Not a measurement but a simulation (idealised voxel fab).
process module | voxel transistor to metal
cross-section cut | 180 nm wide | cells 5 nm
A cross-section is a grid of square cells, given in bands from the top down. A band is one or more rows of cells.
Each band's line starts with the height of the band's top and of its bottom, in nm. Then come its materials from left to right, each with its width in nm. One material with "throughout" fills the band from edge to edge. "air" is empty space.
Height 0 is the level under which the wafer as received is all one material. The lowest band goes on downwards, as in "0 down".
A width such as "30 to 40" changes by the same amount from each row of cells to the next, from the band's top row to its bottom row.
"no change" after a step means that no cell of the cross-section changed.
closed voids: empty space of 8 cells or more with no open way to the top, each as width x height at its distance from the left edge, in nm
after a step's settings: what the simulator itself notes on the step
overlay nm, on a step with a mask: how far to the right of its planned place the mask lay; to the left if negative
plan
1 op RECEIVE | material Si
2 op CONFORMAL_DEP | material SiO2 | thk nm 5
3 op CONFORMAL_DEP | material SiN | thk nm 10
4 op PATTERN | tone cover | mask id ACTIVE | material resist | width nm 105 | thk nm 20 | overlay nm 0
5 op DIRECTIONAL_ETCH | etch materials SiN | depth nm 10
6 op DIRECTIONAL_ETCH | etch materials SiO2 | depth nm 5
7 op DIRECTIONAL_ETCH | etch materials Si | depth nm 20
8 op STRIP | etch materials resist
9 op OXIDIZE | depth nm 5
10 op FILL_DEP | material SiO2 | thk nm 10
11 op CMP | height nm 15
12 op SELECTIVE_ETCH | etch materials SiO2 | depth nm 5
13 op STRIP | etch materials SiN
14 op SELECTIVE_ETCH | etch materials SiO2 | depth nm 5
15 op OXIDIZE | depth nm 5
16 op DIRECTIONAL_DEP | material polySi | thk nm 20
17 op DIRECTIONAL_DEP | material SiCN | thk nm 10
18 op PATTERN | tone cover | mask id GATE | material resist | width nm 25 | thk nm 20 | overlay nm 0
19 op DIRECTIONAL_ETCH | etch materials SiCN | depth nm 20
20 op DIRECTIONAL_ETCH | etch materials polySi | depth nm 30
21 op STRIP | etch materials resist
22 op CONFORMAL_DEP | material SiN | thk nm 10
23 op DIRECTIONAL_ETCH | etch materials SiN | depth nm 10
24 op DIRECTIONAL_ETCH | etch materials SiO2 | depth nm 5
25 op DIRECTIONAL_ETCH | etch materials Si | depth nm 10
26 op EPI | material nSi | thk nm 10
27 op FILL_DEP | material SiO2 | thk nm 10
28 op CMP | height nm 30
29 op DIRECTIONAL_DEP | material SiO2 | thk nm 10
30 op DIRECTIONAL_DEP | material aC | thk nm 15
31 op PATTERN | tone open | mask id CONTACT | material resist | width nm 25 | pitch nm 60 | thk nm 35 | overlay nm 0
32 op DIRECTIONAL_ETCH | etch materials aC | depth nm 15
33 op STRIP | etch materials resist
34 op DIRECTIONAL_ETCH | etch materials SiO2 | depth nm 45
35 op STRIP | etch materials aC
36 op CONFORMAL_DEP | material TiN | thk nm 5
37 op FILL_DEP | material Ru | thk nm 10
38 op CMP | height nm 40
39 op DIRECTIONAL_DEP | material TiN | thk nm 5
40 op DIRECTIONAL_DEP | material W | thk nm 25
41 op DIRECTIONAL_DEP | material aC | thk nm 15
42 op PATTERN | tone cover | mask id METAL_1 | material resist | width nm 15 | pitch nm 70 | thk nm 35 | overlay nm 0
43 op DIRECTIONAL_ETCH | etch materials aC | depth nm 15
44 op STRIP | etch materials resist
45 op DIRECTIONAL_ETCH | etch materials W | depth nm 25
46 op DIRECTIONAL_ETCH | etch materials TiN | depth nm 5
47 op STRIP | etch materials aC
48 op CONFORMAL_DEP | material SiN | thk nm 5
49 op FILL_DEP | material lowk | thk nm 10
50 op CMP | height nm 70
51 op CONFORMAL_DEP | material SiCN | thk nm 5
52 op DIRECTIONAL_DEP | material lowk | thk nm 30
53 op DIRECTIONAL_DEP | material aC | thk nm 15
54 op PATTERN | tone open | mask id METAL_2 | material resist | width nm 15 | pitch nm 70 | thk nm 35 | overlay nm 0
55 op DIRECTIONAL_ETCH | etch materials aC | depth nm 15
56 op STRIP | etch materials resist
57 op DIRECTIONAL_ETCH | etch materials lowk | depth nm 15
58 op STRIP | etch materials aC
59 op MASKED_ETCH | tone open | mask id METAL_2_HOLES | width nm 15 | pitch nm 70 | etch materials lowk | depth nm 15 | overlay nm 0
60 op MASKED_ETCH | tone open | mask id METAL_2_HOLES | width nm 15 | pitch nm 70 | etch materials SiCN | depth nm 5 | overlay nm 0
61 op CONFORMAL_DEP | material TiN | thk nm 5
62 op FILL_DEP | material Cu | thk nm 10
63 op CMP | height nm 105
64 op CONFORMAL_DEP | material SiCN | thk nm 5
first wafer, as planned
as received, after step 1
  0 down: Si throughout
  closed voids: none
after step 2
  5 to 0: SiO2 throughout
  below 0: unchanged
after step 3
  15 to 5: SiN throughout
  below 5: unchanged
after step 4
  35 to 15: air 35 | resist 105 | air 40
  below 15: unchanged
after step 5
  35 to 15: air 35 | resist 105 | air 40
  15 to 5: air 35 | SiN 105 | air 40
  below 5: unchanged
after step 6
  35 to 15: air 35 | resist 105 | air 40
  15 to 5: air 35 | SiN 105 | air 40
  5 to 0: air 35 | SiO2 105 | air 40
  below 0: unchanged
after step 7
  35 to 15: air 35 | resist 105 | air 40
  15 to 5: air 35 | SiN 105 | air 40
  5 to 0: air 35 | SiO2 105 | air 40
  0 to -20: air 35 | Si 105 | air 40
  below -20: unchanged
after step 8
  15 to 5: air 35 | SiN 105 | air 40
  below 5: unchanged
after step 9
  15 to 5: air 35 | SiN 105 | air 40
  5 to 0: air 35 | SiO2 105 | air 40
  0 to -20: air 35 | SiO2 5 | Si 95 | SiO2 5 | air 40
  -20 to -25: SiO2 40 | Si 95 | SiO2 45
  below -25: unchanged
after step 10
  25 to 15: SiO2 throughout
  15 to 5: SiO2 35 | SiN 105 | SiO2 40
  5 to 0: SiO2 throughout
  0 to -25: SiO2 40 | Si 95 | SiO2 45
  below -25: unchanged
after step 11
  15 to 5: SiO2 35 | SiN 105 | SiO2 40
  below 5: unchanged
after step 12
  15 to 10: air 35 | SiN 105 | air 40
  below 10: unchanged
after step 13
  10 to 5: SiO2 35 | air 105 | SiO2 40
  below 5: unchanged
after step 14
  5 to 0: SiO2 30 | air 115 | SiO2 35
  below 0: unchanged
after step 15
  5 to 0: SiO2 30 | air 115 | SiO2 35
  0 to -5: SiO2 throughout
  below -5: unchanged
after step 16
  25 to 20: polySi 30 | air 115 | polySi 35
  20 to 5: polySi throughout
  5 to 0: SiO2 30 | polySi 115 | SiO2 35
  below 0: unchanged
after step 17
  35 to 30: SiCN 30 | air 115 | SiCN 35
  30 to 25: SiCN throughout
  25 to 20: polySi 30 | SiCN 115 | polySi 35
  below 20: unchanged
after step 18
  55 to 35: air 75 | resist 25 | air 80
  35 to 30: SiCN 30 | air 45 | resist 25 | air 45 | SiCN 35
  below 30: unchanged
after step 19
  55 to 30: air 75 | resist 25 | air 80
  30 to 25: air 75 | SiCN 25 | air 80
  25 to 20: polySi 30 | air 45 | SiCN 25 | air 45 | polySi 35
  below 20: unchanged
after step 20
  55 to 30: air 75 | resist 25 | air 80
  30 to 20: air 75 | SiCN 25 | air 80
  20 to 5: air 75 | polySi 25 | air 80
  5 to 0: SiO2 30 | air 45 | polySi 25 | air 45 | SiO2 35
  below 0: unchanged
after step 21
  30 to 20: air 75 | SiCN 25 | air 80
  below 20: unchanged
after step 22
  40 to 30: air 65 | SiN 45 | air 70
  30 to 20: air 65 | SiN 10 | SiCN 25 | SiN 10 | air 70
  20 to 15: air 65 | SiN 10 | polySi 25 | SiN 10 | air 70
  15 to 10: SiN 40 | air 25 | SiN 10 | polySi 25 | SiN 10 | air 25 | SiN 45
  10 to 5: SiN 75 | polySi 25 | SiN 80
  5 to 0: SiO2 30 | SiN 45 | polySi 25 | SiN 45 | SiO2 35
  below 0: unchanged
after step 23
  30 to 20: air 65 | SiN 10 | SiCN 25 | SiN 10 | air 70
  20 to 5: air 65 | SiN 10 | polySi 25 | SiN 10 | air 70
  5 to 0: SiO2 30 | SiN 10 | air 25 | SiN 10 | polySi 25 | SiN 10 | air 25 | SiN 10 | SiO2 35
  below 0: unchanged
after step 24
  30 to 20: air 65 | SiN 10 | SiCN 25 | SiN 10 | air 70
  20 to 5: air 65 | SiN 10 | polySi 25 | SiN 10 | air 70
  5 to 0: air 30 | SiN 10 | air 25 | SiN 10 | polySi 25 | SiN 10 | air 25 | SiN 10 | air 35
  0 to -5: SiO2 40 | air 25 | SiO2 45 | air 25 | SiO2 45
  below -5: unchanged
after step 25
  30 to 20: air 65 | SiN 10 | SiCN 25 | SiN 10 | air 70
  20 to 5: air 65 | SiN 10 | polySi 25 | SiN 10 | air 70
  5 to 0: air 30 | SiN 10 | air 25 | SiN 10 | polySi 25 | SiN 10 | air 25 | SiN 10 | air 35
  0 to -5: SiO2 40 | air 25 | SiO2 45 | air 25 | SiO2 45
  -5 to -15: SiO2 40 | air 25 | Si 45 | air 25 | SiO2 45
  below -15: unchanged
after step 26
  30 to 20: air 65 | SiN 10 | SiCN 25 | SiN 10 | air 70
  20 to 5: air 65 | SiN 10 | polySi 25 | SiN 10 | air 70
  5 to 0: air 30 | SiN 10 | air 15 | nSi 10 | SiN 10 | polySi 25 | SiN 10 | nSi 10 | air 15 | SiN 10 | air 35
  0 to -5: SiO2 40 | air 15 | nSi 10 | SiO2 45 | nSi 10 | air 15 | SiO2 45
  -5 to -15: SiO2 40 | nSi 25 | Si 45 | nSi 25 | SiO2 45
  below -15: unchanged
after step 27
  40 to 30: SiO2 throughout
  30 to 20: SiO2 65 | SiN 10 | SiCN 25 | SiN 10 | SiO2 70
  20 to 5: SiO2 65 | SiN 10 | polySi 25 | SiN 10 | SiO2 70
  5 to 0: SiO2 30 | SiN 10 | SiO2 15 | nSi 10 | SiN 10 | polySi 25 | SiN 10 | nSi 10 | SiO2 15 | SiN 10 | SiO2 35
  0 to -5: SiO2 55 | nSi 10 | SiO2 45 | nSi 10 | SiO2 60
  below -5: unchanged
after step 28
  30 to 20: SiO2 65 | SiN 10 | SiCN 25 | SiN 10 | SiO2 70
  below 20: unchanged
after step 29
  40 to 30: SiO2 throughout
  below 30: unchanged
after step 30
  55 to 40: aC throughout
  below 40: unchanged
after step 31
  90 to 55: resist 45 | air 25 | resist 35 | air 25 | resist 50
  below 55: unchanged
after step 32
  75 to 55: resist 45 | air 25 | resist 35 | air 25 | resist 50
  55 to 40: aC 45 | air 25 | aC 35 | air 25 | aC 50
  below 40: unchanged
after step 33
  55 to 40: aC 45 | air 25 | aC 35 | air 25 | aC 50
  below 40: unchanged
after step 34
  55 to 40: aC 45 | air 25 | aC 35 | air 25 | aC 50
  40 to 30: SiO2 45 | air 25 | SiO2 35 | air 25 | SiO2 50
  30 to 20: SiO2 45 | air 20 | SiN 10 | SiCN 25 | SiN 10 | air 20 | SiO2 50
  20 to 5: SiO2 45 | air 20 | SiN 10 | polySi 25 | SiN 10 | air 20 | SiO2 50
  5 to 0: SiO2 30 | SiN 10 | SiO2 5 | air 10 | nSi 10 | SiN 10 | polySi 25 | SiN 10 | nSi 10 | air 10 | SiO2 5 | SiN 10 | SiO2 35
  0 to -5: SiO2 45 | air 10 | nSi 10 | SiO2 45 | nSi 10 | air 10 | SiO2 50
  below -5: unchanged
after step 35
  40 to 30: SiO2 45 | air 25 | SiO2 35 | air 25 | SiO2 50
  below 30: unchanged
after step 36
  45 to 40: TiN 50 | air 15 | TiN 45 | air 15 | TiN 55
  40 to 30: SiO2 45 | TiN 5 | air 15 to 10 | TiN 5 to 10 | SiO2 35 | TiN 5 to 10 | air 15 to 10 | TiN 5 | SiO2 50
  30 to 20: SiO2 45 | TiN 5 | air 10 | TiN 5 | SiN 10 | SiCN 25 | SiN 10 | TiN 5 | air 10 | TiN 5 | SiO2 50
  20 to 10: SiO2 45 | TiN 5 | air 10 | TiN 5 | SiN 10 | polySi 25 | SiN 10 | TiN 5 | air 10 | TiN 5 | SiO2 50
  10 to 5: SiO2 45 | TiN 20 | SiN 10 | polySi 25 | SiN 10 | TiN 20 | SiO2 50
  5 to 0: SiO2 30 | SiN 10 | SiO2 5 | TiN 10 | nSi 10 | SiN 10 | polySi 25 | SiN 10 | nSi 10 | TiN 10 | SiO2 5 | SiN 10 | SiO2 35
  0 to -5: SiO2 45 | TiN 10 | nSi 10 | SiO2 45 | nSi 10 | TiN 10 | SiO2 50
  below -5: unchanged
after step 37
  55 to 45: Ru throughout
  45 to 40: TiN 50 | Ru 15 | TiN 45 | Ru 15 | TiN 55
  40 to 30: SiO2 45 | TiN 5 | Ru 15 to 10 | TiN 5 to 10 | SiO2 35 | TiN 5 to 10 | Ru 15 to 10 | TiN 5 | SiO2 50
  30 to 20: SiO2 45 | TiN 5 | Ru 10 | TiN 5 | SiN 10 | SiCN 25 | SiN 10 | TiN 5 | Ru 10 | TiN 5 | SiO2 50
  20 to 10: SiO2 45 | TiN 5 | Ru 10 | TiN 5 | SiN 10 | polySi 25 | SiN 10 | TiN 5 | Ru 10 | TiN 5 | SiO2 50
  below 10: unchanged
after step 38
  40 to 30: SiO2 45 | TiN 5 | Ru 15 to 10 | TiN 5 to 10 | SiO2 35 | TiN 5 to 10 | Ru 15 to 10 | TiN 5 | SiO2 50
  below 30: unchanged
after step 39
  45 to 40: TiN throughout
  below 40: unchanged
after step 40
  70 to 45: W throughout
  below 45: unchanged
after step 41
  85 to 70: aC throughout
  below 70: unchanged
after step 42
  120 to 85: air 45 | resist 15 | air 55 | resist 15 | air 50
  below 85: unchanged
after step 43
  105 to 85: air 45 | resist 15 | air 55 | resist 15 | air 50
  85 to 70: air 45 | aC 15 | air 55 | aC 15 | air 50
  below 70: unchanged
after step 44
  85 to 70: air 45 | aC 15 | air 55 | aC 15 | air 50
  below 70: unchanged
after step 45
  85 to 70: air 45 | aC 15 | air 55 | aC 15 | air 50
  70 to 45: air 45 | W 15 | air 55 | W 15 | air 50
  below 45: unchanged
after step 46
  85 to 70: air 45 | aC 15 | air 55 | aC 15 | air 50
  70 to 45: air 45 | W 15 | air 55 | W 15 | air 50
  45 to 40: air 45 | TiN 15 | air 55 | TiN 15 | air 50
  below 40: unchanged
after step 47
  70 to 45: air 45 | W 15 | air 55 | W 15 | air 50
  below 45: unchanged
after step 48
  75 to 70: air 40 | SiN 25 | air 45 | SiN 25 | air 45
  70 to 45: air 40 | SiN 5 | W 15 | SiN 5 | air 45 | SiN 5 | W 15 | SiN 5 | air 45
  45 to 40: SiN 45 | TiN 15 | SiN 55 | TiN 15 | SiN 50
  below 40: unchanged
after step 49
  85 to 75: lowk throughout
  75 to 70: lowk 40 | SiN 25 | lowk 45 | SiN 25 | lowk 45
  70 to 45: lowk 40 | SiN 5 | W 15 | SiN 5 | lowk 45 | SiN 5 | W 15 | SiN 5 | lowk 45
  below 45: unchanged
after step 50
  70 to 45: lowk 40 | SiN 5 | W 15 | SiN 5 | lowk 45 | SiN 5 | W 15 | SiN 5 | lowk 45
  below 45: unchanged
after step 51
  75 to 70: SiCN throughout
  below 70: unchanged
after step 52
  105 to 75: lowk throughout
  below 75: unchanged
after step 53
  120 to 105: aC throughout
  below 105: unchanged
after step 54
  155 to 120: resist 45 | air 15 | resist 55 | air 15 | resist 50
  below 120: unchanged
after step 55
  140 to 120: resist 45 | air 15 | resist 55 | air 15 | resist 50
  120 to 105: aC 45 | air 15 | aC 55 | air 15 | aC 50
  below 105: unchanged
after step 56
  120 to 105: aC 45 | air 15 | aC 55 | air 15 | aC 50
  below 105: unchanged
after step 57
  120 to 105: aC 45 | air 15 | aC 55 | air 15 | aC 50
  105 to 90: lowk 45 | air 15 | lowk 55 | air 15 | lowk 50
  below 90: unchanged
after step 58
  105 to 90: lowk 45 | air 15 | lowk 55 | air 15 | lowk 50
  below 90: unchanged
after step 59
  105 to 75: lowk 45 | air 15 | lowk 55 | air 15 | lowk 50
  below 75: unchanged
after step 60
  105 to 75: lowk 45 | air 15 | lowk 55 | air 15 | lowk 50
  75 to 70: SiCN 45 | air 15 | SiCN 55 | air 15 | SiCN 50
  below 70: unchanged
after step 61
  110 to 105: TiN 50 | air 5 | TiN 65 | air 5 | TiN 55
  105 to 75: lowk 45 | TiN 5 | air 5 | TiN 5 | lowk 55 | TiN 5 | air 5 | TiN 5 | lowk 50
  75 to 70: SiCN 45 | TiN 15 | SiCN 55 | TiN 15 | SiCN 50
  below 70: unchanged
after step 62
  120 to 110: Cu throughout
  110 to 105: TiN 50 | Cu 5 | TiN 65 | Cu 5 | TiN 55
  105 to 75: lowk 45 | TiN 5 | Cu 5 | TiN 5 | lowk 55 | TiN 5 | Cu 5 | TiN 5 | lowk 50
  below 75: unchanged
after step 63
  105 to 75: lowk 45 | TiN 5 | Cu 5 | TiN 5 | lowk 55 | TiN 5 | Cu 5 | TiN 5 | lowk 50
  below 75: unchanged
after step 64
  110 to 105: SiCN throughout
  below 105: unchanged
second wafer: like start, like plan, one mistake. Through step 17 it matches the first wafer
when step 18 should have ended
  55 to 35: resist 75 | air 25 | resist 80
  35 to 30: SiCN 30 | resist 45 | air 25 | resist 45 | SiCN 35
  below 30: unchanged
when step 19 should have ended
  55 to 35: resist 75 | air 25 | resist 80
  35 to 30: SiCN 30 | resist 45 | air 25 | resist 45 | SiCN 35
  30 to 25: SiCN 75 | air 25 | SiCN 80
  25 to 20: polySi 30 | SiCN 45 | air 25 | SiCN 45 | polySi 35
  below 20: unchanged
when step 20 should have ended
  55 to 35: resist 75 | air 25 | resist 80
  35 to 30: SiCN 30 | resist 45 | air 25 | resist 45 | SiCN 35
  30 to 25: SiCN 75 | air 25 | SiCN 80
  25 to 20: polySi 30 | SiCN 45 | air 25 | SiCN 45 | polySi 35
  20 to 5: polySi 75 | air 25 | polySi 80
  5 to 0: SiO2 30 | polySi 45 | air 25 | polySi 45 | SiO2 35
  below 0: unchanged
when step 21 should have ended
  35 to 25: SiCN 30 to 75 | air 115 to 25 | SiCN 35 to 80
  below 25: unchanged
when step 22 should have ended
  45 to 35: SiN 40 to 85 | air 95 to 5 | SiN 45 to 90
  35 to 25: SiCN 30 to 75 | SiN 55 to 10 | air 5 | SiN 55 to 10 | SiCN 35 to 80
  25 to 20: polySi 30 | SiCN 45 | SiN 10 | air 5 | SiN 10 | SiCN 45 | polySi 35
  20 to 10: polySi 75 | SiN 10 | air 5 | SiN 10 | polySi 80
  10 to 5: polySi 75 | SiN 25 | polySi 80
  5 to 0: SiO2 30 | polySi 45 | SiN 25 | polySi 45 | SiO2 35
  below 0: unchanged
when step 23 should have ended
  35 to 25: SiCN 30 to 75 | SiN 10 | air 95 to 5 | SiN 10 | SiCN 35 to 80
  25 to 20: polySi 30 | SiCN 45 | SiN 10 | air 5 | SiN 10 | SiCN 45 | polySi 35
  20 to 5: polySi 75 | SiN 10 | air 5 | SiN 10 | polySi 80
  5 to 0: SiO2 30 | polySi 45 | SiN 10 | air 5 | SiN 10 | polySi 45 | SiO2 35
  below 0: unchanged
when step 24 should have ended
  35 to 25: SiCN 30 to 75 | SiN 10 | air 95 to 5 | SiN 10 | SiCN 35 to 80
  25 to 20: polySi 30 | SiCN 45 | SiN 10 | air 5 | SiN 10 | SiCN 45 | polySi 35
  20 to 5: polySi 75 | SiN 10 | air 5 | SiN 10 | polySi 80
  5 to 0: SiO2 30 | polySi 45 | SiN 10 | air 5 | SiN 10 | polySi 45 | SiO2 35
  0 to -5: SiO2 85 | air 5 | SiO2 90
  below -5: unchanged
when step 25 should have ended
  35 to 25: SiCN 30 to 75 | SiN 10 | air 95 to 5 | SiN 10 | SiCN 35 to 80
  25 to 20: polySi 30 | SiCN 45 | SiN 10 | air 5 | SiN 10 | SiCN 45 | polySi 35
  20 to 5: polySi 75 | SiN 10 | air 5 | SiN 10 | polySi 80
  5 to 0: SiO2 30 | polySi 45 | SiN 10 | air 5 | SiN 10 | polySi 45 | SiO2 35
  0 to -5: SiO2 85 | air 5 | SiO2 90
  -5 to -15: SiO2 40 | Si 45 | air 5 | Si 45 | SiO2 45
  below -15: unchanged
when step 26 should have ended
  35 to 25: SiCN 30 to 75 | SiN 10 | air 95 to 5 | SiN 10 | SiCN 35 to 80
  25 to 20: polySi 30 | SiCN 45 | SiN 10 | air 5 | SiN 10 | SiCN 45 | polySi 35
  20 to 5: polySi 75 | SiN 10 | air 5 | SiN 10 | polySi 80
  5 to 0: SiO2 30 | polySi 45 | SiN 10 | nSi 5 | SiN 10 | polySi 45 | SiO2 35
  0 to -5: SiO2 85 | nSi 5 | SiO2 90
  -5 to -15: SiO2 40 | Si 45 | nSi 5 | Si 45 | SiO2 45
  below -15: unchanged
when step 27 should have ended
  45 to 35: SiO2 throughout
  35 to 25: SiCN 30 to 75 | SiN 10 | SiO2 95 to 5 | SiN 10 | SiCN 35 to 80
  25 to 20: polySi 30 | SiCN 45 | SiN 10 | SiO2 5 | SiN 10 | SiCN 45 | polySi 35
  20 to 5: polySi 75 | SiN 10 | SiO2 5 | SiN 10 | polySi 80
  below 5: unchanged
when step 28 should have ended
  30 to 25: SiCN 75 | SiN 10 | SiO2 5 | SiN 10 | SiCN 80
  below 25: unchanged
when step 29 should have ended
  40 to 30: SiO2 throughout
  below 30: unchanged
when step 30 should have ended
  55 to 40: aC throughout
  below 40: unchanged
when step 31 should have ended
  90 to 55: resist 45 | air 25 | resist 35 | air 25 | resist 50
  below 55: unchanged
when step 32 should have ended
  75 to 55: resist 45 | air 25 | resist 35 | air 25 | resist 50
  55 to 40: aC 45 | air 25 | aC 35 | air 25 | aC 50
  below 40: unchanged
when step 33 should have ended
  55 to 40: aC 45 | air 25 | aC 35 | air 25 | aC 50
  below 40: unchanged
when step 34 should have ended
  55 to 40: aC 45 | air 25 | aC 35 | air 25 | aC 50
  40 to 30: SiO2 45 | air 25 | SiO2 35 | air 25 | SiO2 50
  below 30: unchanged
when step 35 should have ended
  40 to 30: SiO2 45 | air 25 | SiO2 35 | air 25 | SiO2 50
  below 30: unchanged
when step 36 should have ended
  45 to 40: TiN 50 | air 15 | TiN 45 | air 15 | TiN 55
  40 to 35: SiO2 45 | TiN 5 | air 15 | TiN 5 | SiO2 35 | TiN 5 | air 15 | TiN 5 | SiO2 50
  35 to 30: SiO2 45 | TiN 25 | SiO2 35 | TiN 25 | SiO2 50
  below 30: unchanged
when step 37 should have ended
  55 to 45: Ru throughout
  45 to 40: TiN 50 | Ru 15 | TiN 45 | Ru 15 | TiN 55
  40 to 35: SiO2 45 | TiN 5 | Ru 15 | TiN 5 | SiO2 35 | TiN 5 | Ru 15 | TiN 5 | SiO2 50
  below 35: unchanged
when step 38 should have ended
  40 to 35: SiO2 45 | TiN 5 | Ru 15 | TiN 5 | SiO2 35 | TiN 5 | Ru 15 | TiN 5 | SiO2 50
  below 35: unchanged
when step 39 should have ended
  45 to 40: TiN throughout
  below 40: unchanged
when step 40 should have ended
  70 to 45: W throughout
  below 45: unchanged
when step 41 should have ended
  85 to 70: aC throughout
  below 70: unchanged
when step 42 should have ended
  120 to 85: air 45 | resist 15 | air 55 | resist 15 | air 50
  below 85: unchanged
when step 43 should have ended
  105 to 85: air 45 | resist 15 | air 55 | resist 15 | air 50
  85 to 70: air 45 | aC 15 | air 55 | aC 15 | air 50
  below 70: unchanged
when step 44 should have ended
  85 to 70: air 45 | aC 15 | air 55 | aC 15 | air 50
  below 70: unchanged
when step 45 should have ended
  85 to 70: air 45 | aC 15 | air 55 | aC 15 | air 50
  70 to 45: air 45 | W 15 | air 55 | W 15 | air 50
  below 45: unchanged
when step 46 should have ended
  85 to 70: air 45 | aC 15 | air 55 | aC 15 | air 50
  70 to 45: air 45 | W 15 | air 55 | W 15 | air 50
  45 to 40: air 45 | TiN 15 | air 55 | TiN 15 | air 50
  below 40: unchanged
when step 47 should have ended
  70 to 45: air 45 | W 15 | air 55 | W 15 | air 50
  below 45: unchanged
when step 48 should have ended
  75 to 70: air 40 | SiN 25 | air 45 | SiN 25 | air 45
  70 to 45: air 40 | SiN 5 | W 15 | SiN 5 | air 45 | SiN 5 | W 15 | SiN 5 | air 45
  45 to 40: SiN 45 | TiN 15 | SiN 55 | TiN 15 | SiN 50
  below 40: unchanged
when step 49 should have ended
  85 to 75: lowk throughout
  75 to 70: lowk 40 | SiN 25 | lowk 45 | SiN 25 | lowk 45
  70 to 45: lowk 40 | SiN 5 | W 15 | SiN 5 | lowk 45 | SiN 5 | W 15 | SiN 5 | lowk 45
  below 45: unchanged
when step 50 should have ended
  70 to 45: lowk 40 | SiN 5 | W 15 | SiN 5 | lowk 45 | SiN 5 | W 15 | SiN 5 | lowk 45
  below 45: unchanged
when step 51 should have ended
  75 to 70: SiCN throughout
  below 70: unchanged
when step 52 should have ended
  105 to 75: lowk throughout
  below 75: unchanged
when step 53 should have ended
  120 to 105: aC throughout
  below 105: unchanged
when step 54 should have ended
  155 to 120: resist 45 | air 15 | resist 55 | air 15 | resist 50
  below 120: unchanged
when step 55 should have ended
  140 to 120: resist 45 | air 15 | resist 55 | air 15 | resist 50
  120 to 105: aC 45 | air 15 | aC 55 | air 15 | aC 50
  below 105: unchanged
when step 56 should have ended
  120 to 105: aC 45 | air 15 | aC 55 | air 15 | aC 50
  below 105: unchanged
when step 57 should have ended
  120 to 105: aC 45 | air 15 | aC 55 | air 15 | aC 50
  105 to 90: lowk 45 | air 15 | lowk 55 | air 15 | lowk 50
  below 90: unchanged
when step 58 should have ended
  105 to 90: lowk 45 | air 15 | lowk 55 | air 15 | lowk 50
  below 90: unchanged
when step 59 should have ended
  105 to 75: lowk 45 | air 15 | lowk 55 | air 15 | lowk 50
  below 75: unchanged
when step 60 should have ended
  105 to 75: lowk 45 | air 15 | lowk 55 | air 15 | lowk 50
  75 to 70: SiCN 45 | air 15 | SiCN 55 | air 15 | SiCN 50
  below 70: unchanged
when step 61 should have ended
  110 to 105: TiN 50 | air 5 | TiN 65 | air 5 | TiN 55
  105 to 75: lowk 45 | TiN 5 | air 5 | TiN 5 | lowk 55 | TiN 5 | air 5 | TiN 5 | lowk 50
  75 to 70: SiCN 45 | TiN 15 | SiCN 55 | TiN 15 | SiCN 50
  below 70: unchanged
when step 62 should have ended
  120 to 110: Cu throughout
  110 to 105: TiN 50 | Cu 5 | TiN 65 | Cu 5 | TiN 55
  105 to 75: lowk 45 | TiN 5 | Cu 5 | TiN 5 | lowk 55 | TiN 5 | Cu 5 | TiN 5 | lowk 50
  below 75: unchanged
when step 63 should have ended
  105 to 75: lowk 45 | TiN 5 | Cu 5 | TiN 5 | lowk 55 | TiN 5 | Cu 5 | TiN 5 | lowk 50
  below 75: unchanged
when step 64 should have ended
  110 to 105: SiCN throughout
  below 105: unchanged
what went wrong: step 18 ran as: op PATTERN | tone open | mask id GATE | material resist | width nm 25 | thk nm 20 | overlay nm 0
at the end the second wafer has, in cells: 20 fewer of Ru | 18 more of Si | 39 more of SiCN | 4 fewer of SiN | 85 fewer of SiO2 | 28 fewer of TiN | 24 fewer of nSi | 104 more of polySi
